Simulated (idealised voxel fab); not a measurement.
Title: Process Module voxel capacitor over wiring
For reference, the cross-section in this document is cut, with width 155 nm and square cells of 5 nm.
Throughout this document, each cross-section is represented as a grid of square cells and is presented as a sequence of bands enumerated from the top downward, where a band comprises one or more rows of cells.
The entry gives the band's vertical extent as a top height and a bottom height in nm, then its horizontal make-up as materials from left to right, each with a width in nm. "blank" stands for empty space; a single material marked "full width" fills the band edge to edge.
Counting heights begins at 0, where everything beneath is, in the wafer as received, one material. The lowest band has no bottom; it goes on downwards, as "0 nm and below" shows.
Graded width ("30..40"): value in top row of band = first number; value in bottom row = second number; row-to-row change constant.
The cross-section has no changed cell in any step marked "no alteration".
Voids not open to the top, 8 cells minimum: see "Closed internal voids". Written width x height at distance; distance is from the left edge; nm.
Post-settings text on a step line: simulator's own remark regarding the step.
What "overlay nm" on a step's line means: if the step has a mask, that mask lay this far to the right of its planned place, or, when the value is negative, to the left.
**Listed below are the process steps as planned**
1) op RECEIVE | material Si
2) op CONFORMAL_DEP | material SiO2 | thk nm 10
3) op DIRECTIONAL_DEP | material TiN | thk nm 5
4) op DIRECTIONAL_DEP | material Ru | thk nm 25
5) op MASKED_ETCH | tone cover | mask id METAL_1 | width nm 30 | pitch nm 85 | etch materials Ru | depth nm 25 | overlay nm 0
6) op MASKED_ETCH | tone cover | mask id METAL_1 | width nm 30 | pitch nm 85 | etch materials TiN | depth nm 5 | overlay nm 0
7) op CONFORMAL_DEP | material SiN | thk nm 5
8) op FILL_DEP | material lowk | thk nm 5
9) op CMP | height nm 40
10) op CONFORMAL_DEP | material SiCN | thk nm 5
11) op DIRECTIONAL_DEP | material SiO2 | thk nm 20
12) op PATTERN | tone open | mask id PLUG_1 | material resist | width nm 15 | thk nm 20 | overlay nm 0
13) op DIRECTIONAL_ETCH | etch materials SiO2 | depth nm 20
14) op DIRECTIONAL_ETCH | etch materials SiCN | depth nm 5
15) op STRIP | etch materials resist
16) op EPI | material Ru | thk nm 10
17) op EPI | material Ru | thk nm 10
18) op EPI | material Ru | thk nm 5
19) op DIRECTIONAL_DEP | material TiN | thk nm 10
20) op DIRECTIONAL_DEP | material Al2O3 | thk nm 5
21) op DIRECTIONAL_DEP | material TiN | thk nm 10
22) op MASKED_ETCH | tone cover | mask id UPPER_PLATE | width nm 60 | etch materials TiN | depth nm 10 | overlay nm 0
23) op MASKED_ETCH | tone cover | mask id UPPER_PLATE | width nm 60 | etch materials Al2O3 | depth nm 5 | overlay nm 0
24) op MASKED_ETCH | tone cover | mask id LOWER_PLATE | width nm 60 | etch materials TiN | depth nm 10 | overlay nm 0
25) op FILL_DEP | material SiO2 | thk nm 15
26) op CMP | height nm 100
27) op MASKED_ETCH | tone open | mask id PLUG_2 | width nm 15 | etch materials SiO2 | depth nm 10 | overlay nm 0
28) op CONFORMAL_DEP | material TiN | thk nm 5
29) op FILL_DEP | material Cu | thk nm 10
30) op CMP | height nm 100
31) op CONFORMAL_DEP | material SiCN | thk nm 5
The wafers are alike at the start. At step 24, their width nm differs. The plan lists the first wafer's value.
**The first of several wafers as received, shown in cross-section; this is its state after step 1**
  0 nm and below  Si full width
  Closed internal voids: none
**First of several wafers: cross-section at the end of the module, after step 31, its last step**
  105 nm to 100 nm  SiCN full width
  100 nm to 95 nm  SiO2 (45) / TiN (5) / Cu (5) / TiN (5) / SiO2 (95)
  95 nm to 90 nm  SiO2 (45) / TiN (15) / SiO2 (95)
  90 nm to 80 nm  SiO2 (35) / TiN (60) / SiO2 (60)
  80 nm to 75 nm  SiO2 (35) / Al2O3 (60) / SiO2 (60)
  75 nm to 65 nm  SiO2 (35) / TiN (60) / SiO2 (60)
  65 nm to 45 nm  SiO2 (35) / Ru (15) / SiO2 (105)
  45 nm to 40 nm  SiCN (35) / Ru (15) / SiCN (105)
  40 nm to 15 nm  lowk (15) / SiN (5) / Ru (30) / SiN (5) / lowk (45) / SiN (5) / Ru (30) / SiN (5) / lowk (15)
  15 nm to 10 nm  SiN (20) / TiN (30) / SiN (55) / TiN (30) / SiN (20)
  10 nm to 0 nm  SiO2 full width
  0 nm and below  Si full width
  Closed internal voids: none
**Last wafer of the set, cross-sectioned at end of module**
  105 nm to 100 nm  SiCN full width
  100 nm to 95 nm  SiO2 (45) / TiN (5) / Cu (5) / TiN (5) / SiO2 (95)
  95 nm to 90 nm  SiO2 (45) / TiN (15) / SiO2 (95)
  90 nm to 80 nm  SiO2 (35) / TiN (60) / SiO2 (60)
  80 nm to 75 nm  SiO2 (35) / Al2O3 (60) / SiO2 (60)
  75 nm to 65 nm  SiO2 (25) / TiN (85) / SiO2 (45)
  65 nm to 45 nm  SiO2 (35) / Ru (15) / SiO2 (105)
  45 nm to 40 nm  SiCN (35) / Ru (15) / SiCN (105)
  40 nm to 15 nm  lowk (15) / SiN (5) / Ru (30) / SiN (5) / lowk (45) / SiN (5) / Ru (30) / SiN (5) / lowk (15)
  15 nm to 10 nm  SiN (20) / TiN (30) / SiN (55) / TiN (30) / SiN (20)
  10 nm to 0 nm  SiO2 full width
  0 nm and below  Si full width
  Closed internal voids: none
**End of module, by wafer: material-by-material cell gain (+) or loss (-) since receipt, then closed voids**
width nm 60, +12 Al2O3, +1 Cu, +75 Ru, +59 SiCN, +39 SiN, +325 SiO2, +65 TiN, +75 lowk, Closed internal voids: none
width nm 65, +12 Al2O3, +1 Cu, +75 Ru, +59 SiCN, +39 SiN, +323 SiO2, +67 TiN, +75 lowk, Closed internal voids: none
width nm 70, +12 Al2O3, +1 Cu, +75 Ru, +59 SiCN, +39 SiN, +321 SiO2, +69 TiN, +75 lowk, Closed internal voids: none
width nm 75, +12 Al2O3, +1 Cu, +75 Ru, +59 SiCN, +39 SiN, +319 SiO2, +71 TiN, +75 lowk, Closed internal voids: none
width nm 80, +12 Al2O3, +1 Cu, +75 Ru, +59 SiCN, +39 SiN, +317 SiO2, +73 TiN, +75 lowk, Closed internal voids: none
width nm 85, +12 Al2O3, +1 Cu, +75 Ru, +59 SiCN, +39 SiN, +315 SiO2, +75 TiN, +75 lowk, Closed internal voids: none
